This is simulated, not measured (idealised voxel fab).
Proc. module: voxel released beams
Each square cell in cross-section cut measures 5 nm, and the section as a whole is 180 nm wide.
In what follows, cross-sections appear as grids of square cells, described through bands that run from the top down, where every band is one or more rows of cells. The entry gives the band's vertical extent as a top height and a bottom height in nm, then its horizontal make-up as materials from left to right, each with a width in nm. "blank" stands for empty space; a single material marked "all across" fills the band edge to edge. Heights are reckoned from 0. Under this level, the received wafer is all of one material. The bottommost band is open-ended downward, for example "0 down". When a width is written as two numbers, as in "30 to 40", the first number is the width in the top row of cells of the band and the second is the width in its bottom row, and the width changes by the same amount from each row to the next. No cell of the cross-section changed in a step that is given as "left unchanged". "Enclosed internal voids": sealed empty spaces, 8 cells or more, no open way to top, listed width x height at distance, with distance from the left edge and width, height and distance in nm. It should be noted that, on the line of a given step, the content following the step's settings is a remark produced by the simulator itself with respect to that step. The optional step-line setting "overlay nm" applies to steps with a mask and quantifies how far to the right of its planned location the mask lay, a negative value indicating leftward placement.
**The steps planned for the process are as follows**
1,op RECEIVE | material Si
2,op CONFORMAL_DEP | material SiN | thk nm 5
3,op DIRECTIONAL_DEP | material SiO2 | thk nm 15
4,op DIRECTIONAL_DEP | material aC | thk nm 15
5,op PATTERN | tone open | mask id ANCHOR | material resist | width nm 25 | thk nm 30 | overlay nm 0
6,op DIRECTIONAL_ETCH | etch materials aC | depth nm 5
7,op STRIP | etch materials resist
8,op DIRECTIONAL_ETCH | etch materials SiO2 | depth nm 15
9,op STRIP | etch materials aC
10,op CONFORMAL_DEP | material polySi | thk nm 10
11,op DIRECTIONAL_DEP | material aC | thk nm 15
12,op PATTERN | tone cover | mask id BEAM | material resist | width nm 110 | thk nm 30 | overlay nm 0
13,op DIRECTIONAL_ETCH | etch materials aC | depth nm 15
14,op STRIP | etch materials resist
15,op DIRECTIONAL_ETCH | etch materials polySi | depth nm 10
16,op STRIP | etch materials aC
17,op STRIP | etch materials SiO2
Don't read the plan's depth nm for step 6 as applying to every wafer: that's the first wafer's value, and the wafers differ in it, though they all start identical.
**This is how the first of several wafers looked in cross-section when it arrived, which is after step 1**
0 down = Si all across
Enclosed internal voids: none
**Per-wafer rows below. For each material: cells gained (+) or lost (-) since the wafer was received, as of end of module. Then: closed voids**
depth nm 5; +36 SiN; Enclosed internal voids: none
depth nm 10; +36 SiN; Enclosed internal voids: none
depth nm 15; +36 SiN; +56 polySi; Enclosed internal voids: none
depth nm 20; +36 SiN; +56 polySi; Enclosed internal voids: none
depth nm 25; +36 SiN; +56 polySi; Enclosed internal voids: none
depth nm 30; +36 SiN; +56 polySi; Enclosed internal voids: none
